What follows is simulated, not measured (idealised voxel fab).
voxel ribs on slabs: a process module
The cross-section shown here is cut; it is 285 nm wide and divided into square cells measuring 5 nm on a side.
For the purposes of this document, a cross-section shall be understood as a grid of square cells, specified as bands listed in top-to-bottom order, each band consisting of one or more rows of cells.
Look at the band entry: it leads with the top's height and the bottom's height in nm. Then it lists the materials left to right, with a width in nm for each. The word "all across" on a single material says that material fills the band edge to edge. The word "air" is empty space.
The level at which height equals 0 is the one under which the wafer, as it arrives, is entirely one material. No lower edge exists for the bottom band, which continues downward and is notated as in "0 -> down".
It should be noted that a width expressed as "30..40" varies in equal increments from row to row of cells within the band, taking the value of the first number at the top row and that of the second number at the bottom row.
Reading "no alteration" for a step: not a cell of the cross-section changed in it.
"Closed void catalog" specifies each empty space that is not open to the top and that occupies no fewer than 8 cells, using the form width x height at distance, the distance measured from the left edge and all three quantities in nm.
after a step's settings: what the simulator itself notes on the step
"overlay nm" on a masked step: distance the mask lay right of its planned place, negative for left.

**These are the steps we planned for the process**
1 RECEIVE, material Si
2 DIRECTIONAL_DEP, material SiO2, thk nm 30
3 DIRECTIONAL_DEP, material SiN, thk nm 20
4 DIRECTIONAL_DEP, material aC, thk nm 15
5 PATTERN, tone cover, mask id RIB, material resist, width nm 30, thk nm 30, overlay nm 0
6 DIRECTIONAL_ETCH, etch materials aC, depth nm 15
7 STRIP, etch materials resist
8 DIRECTIONAL_ETCH, etch materials SiN, depth nm 5
9 STRIP, etch materials aC
10 DIRECTIONAL_DEP, material aC, thk nm 15
11 PATTERN, tone cover, mask id SLAB, material resist, width nm 60, thk nm 35, overlay nm 0
12 DIRECTIONAL_ETCH, etch materials aC, depth nm 15
13 STRIP, etch materials resist
14 DIRECTIONAL_ETCH, etch materials SiN, depth nm 15
15 STRIP, etch materials aC
16 FILL_DEP, material SiO2, thk nm 25
17 CMP, height nm 65
18 DIRECTIONAL_DEP, material W, thk nm 10
19 PATTERN, tone cover, mask id HEATER, material resist, width nm 40, thk nm 20, overlay nm 0
20 DIRECTIONAL_ETCH, etch materials W, depth nm 10
21 STRIP, etch materials resist
22 CONFORMAL_DEP, material SiN, thk nm 10

**Run as planned: first of two wafers**

**Cross-section of the incoming wafer, state after step 1**
* 0 -> down | Si all across
* Closed void catalog: none

**After step 2, in cross-section**
* 30 -> 0 | SiO2 all across
* Everything under 0 stays put, no change at all.

**After step 3, in cross-section**
* 50 -> 30 | SiN all across
* Everything under 30 stays put, no change at all.

**After step 4, in cross-section**
* 65 -> 50 | aC all across
* Everything under 50 stays put, no change at all.

**After step 5, in cross-section**
* 95 -> 65 | 125 of air, 30 of resist, 130 of air
* Everything under 65 stays put, no change at all.

**After step 6, in cross-section**
* 80 -> 65 | 125 of air, 30 of resist, 130 of air
* 65 -> 50 | 125 of air, 30 of aC, 130 of air
* Everything under 50 stays put, no change at all.

**After step 7, in cross-section**
* 65 -> 50 | 125 of air, 30 of aC, 130 of air
* Everything under 50 stays put, no change at all.

**After step 8, in cross-section**
* 65 -> 50 | 125 of air, 30 of aC, 130 of air
* 50 -> 45 | 125 of air, 30 of SiN, 130 of air
* Everything under 45 stays put, no change at all.

**After step 9, in cross-section**
* 50 -> 45 | 125 of air, 30 of SiN, 130 of air
* Everything under 45 stays put, no change at all.

**After step 10, in cross-section**
* 65 -> 60 | 125 of air, 30 of aC, 130 of air
* 60 -> 50 | aC all across
* 50 -> 45 | 125 of aC, 30 of SiN, 130 of aC
* Everything under 45 stays put, no change at all.

**After step 11, in cross-section**
* 100 -> 65 | 110 of air, 60 of resist, 115 of air
* 65 -> 60 | 110 of air, 15 of resist, 30 of aC, 15 of resist, 115 of air
* Everything under 60 stays put, no change at all.

**After step 12, in cross-section**
* 85 -> 65 | 110 of air, 60 of resist, 115 of air
* 65 -> 60 | 110 of air, 15 of resist, 30 of aC, 15 of resist, 115 of air
* 60 -> 50 | 110 of air, 60 of aC, 115 of air
* 50 -> 45 | 110 of air, 15 of aC, 30 of SiN, 15 of aC, 115 of air
* Everything under 45 stays put, no change at all.

**After step 13, in cross-section**
* 65 -> 60 | 125 of air, 30 of aC, 130 of air
* Everything under 60 stays put, no change at all.

**After step 14, in cross-section**
* 65 -> 60 | 125 of air, 30 of aC, 130 of air
* 60 -> 50 | 110 of air, 60 of aC, 115 of air
* 50 -> 45 | 110 of air, 15 of aC, 30 of SiN, 15 of aC, 115 of air
* 45 -> 30 | 110 of air, 60 of SiN, 115 of air
* Everything under 30 stays put, no change at all.

**After step 15, in cross-section**
* 50 -> 45 | 125 of air, 30 of SiN, 130 of air
* Everything under 45 stays put, no change at all.

**After step 16, in cross-section**
* 75 -> 50 | SiO2 all across
* 50 -> 45 | 125 of SiO2, 30 of SiN, 130 of SiO2
* 45 -> 30 | 110 of SiO2, 60 of SiN, 115 of SiO2
* Everything under 30 stays put, no change at all.

**After step 17, in cross-section**
* 65 -> 50 | SiO2 all across
* Everything under 50 stays put, no change at all.

**After step 18, in cross-section**
* 75 -> 65 | W all across
* Everything under 65 stays put, no change at all.

**After step 19, in cross-section**
* 95 -> 75 | 120 of air, 40 of resist, 125 of air
* Everything under 75 stays put, no change at all.

**After step 20, in cross-section**
* 95 -> 75 | 120 of air, 40 of resist, 125 of air
* 75 -> 65 | 120 of air, 40 of W, 125 of air
* Everything under 65 stays put, no change at all.

**After step 21, in cross-section**
* 75 -> 65 | 120 of air, 40 of W, 125 of air
* Everything under 65 stays put, no change at all.

**After step 22, in cross-section**
* 85 -> 75 | 110 of air, 60 of SiN, 115 of air
* 75 -> 65 | 120 of SiN, 40 of W, 125 of SiN
* Everything under 65 stays put, no change at all.

**The second wafer: identical to the first at the outset and in its planned sequence, differing only in that one mistake was made during processing; up to and including step 18, its path is the first wafer's path**

**Cross-section of the second wafer at the time step 19 of the plan should have ended**
* 95 -> 75 | 115 of air, 50 of resist, 120 of air
* Everything under 75 stays put, no change at all.

**Cross-section of the second wafer at the time step 20 of the plan should have ended**
* 95 -> 75 | 115 of air, 50 of resist, 120 of air
* 75 -> 65 | 115 of air, 50 of W, 120 of air
* Everything under 65 stays put, no change at all.

**Cross-section of the second wafer at the time step 21 of the plan should have ended**
* 75 -> 65 | 115 of air, 50 of W, 120 of air
* Everything under 65 stays put, no change at all.

**Cross-section of the second wafer at the time step 22 of the plan should have ended**
* 85 -> 75 | 105 of air, 70 of SiN, 110 of air
* 75 -> 65 | 115 of SiN, 50 of W, 120 of SiN
* Everything under 65 stays put, no change at all.
Nonconformance to the process plan: note that step 19 departed from the planned setting and was carried out as PATTERN, tone cover, mask id HEATER, material resist, width nm 50, thk nm 20, overlay nm 0
FYI, end of process, the second wafer has more or fewer cells of some materials than the first: +4 W
